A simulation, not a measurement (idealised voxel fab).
The process module that follows is named voxel trench capacitor.
Displayed cross-section: cut, width of 160 nm, square cells sized 5 nm.
This document writes a cross-section as a grid whose cells are square, and gives it as bands, listed from the top down; one or more rows of cells form a band. Each band's line starts with the height of the band's top and of its bottom, in nm. Then come its materials from left to right, each with its width in nm. One material with "edge to edge" fills the band from edge to edge. "blank" is empty space. Height is counted from the level 0, under which the received wafer is composed throughout of one material. The lowest of the bands is not closed at the bottom but continues downward, in the notation "0 down". A width given as "30..40" starts at the first number in the band's top row and ends at the second number in its bottom row, shifting by an equal amount at every step from row to row. The designation "all unchanged", where it is given for a processing step, indicates that no cell of the cross-section was altered in the course of that step. The list in "Entrapped voids" covers empty spaces of 8 cells or more that cannot reach the top through any open way, and it gives each as width x height at distance; the distance is from the left edge, and width, height and distance are in nm. Note: text after step settings on the step line = simulator remark on that step. "overlay nm" on a masked step: distance the mask lay right of its planned place, negative for left.
Steps planned for the process:
1,RECEIVE,material Si
2,CONFORMAL_DEP,material SiN,thk nm 5
3,DIRECTIONAL_DEP,material aC,thk nm 15
4,PATTERN,tone open,mask id TRENCH,material resist,width nm 25,pitch nm 45,thk nm 35,overlay nm 0
5,DIRECTIONAL_ETCH,etch materials aC,depth nm 15
6,STRIP,etch materials resist
7,DIRECTIONAL_ETCH,etch materials SiN,depth nm 5
8,DIRECTIONAL_ETCH,etch materials Si,depth nm 30
9,STRIP,etch materials aC
10,CONFORMAL_DEP,material Al2O3,thk nm 5
11,CONFORMAL_DEP,material TiN,thk nm 5
12,FILL_DEP,material W,thk nm 10
13,CMP,height nm 5
As received (post step 1): cross-section:
- 0 down | Si edge to edge
- Entrapped voids: none
Figure: cross-sectional view of the wafer upon completion of the module, processed from the initial state and according to the plan depicted above, with one error introduced during execution:
- 5 to 0 | 50 nm SiN | 5 nm Al2O3 | 5 nm TiN | 5 nm Al2O3 | 30 nm SiN | 5 nm Al2O3 | 5 nm TiN | 5 nm Al2O3 | 50 nm SiN
- 0 to -25 | 50 nm Si | 5 nm Al2O3 | 5 nm TiN | 5 nm Al2O3 | 30 nm Si | 5 nm Al2O3 | 5 nm TiN | 5 nm Al2O3 | 50 nm Si
- -25 to -30 | 50 nm Si | 15 nm Al2O3 | 30 nm Si | 15 nm Al2O3 | 50 nm Si
- -30 down | Si edge to edge
- Entrapped voids: none
The mistake made against the process plan was this: so step 4 ended up running with a different setting than we planned, it ran as PATTERN,tone open,mask id TRENCH,material resist,width nm 15,pitch nm 45,thk nm 35,overlay nm 0
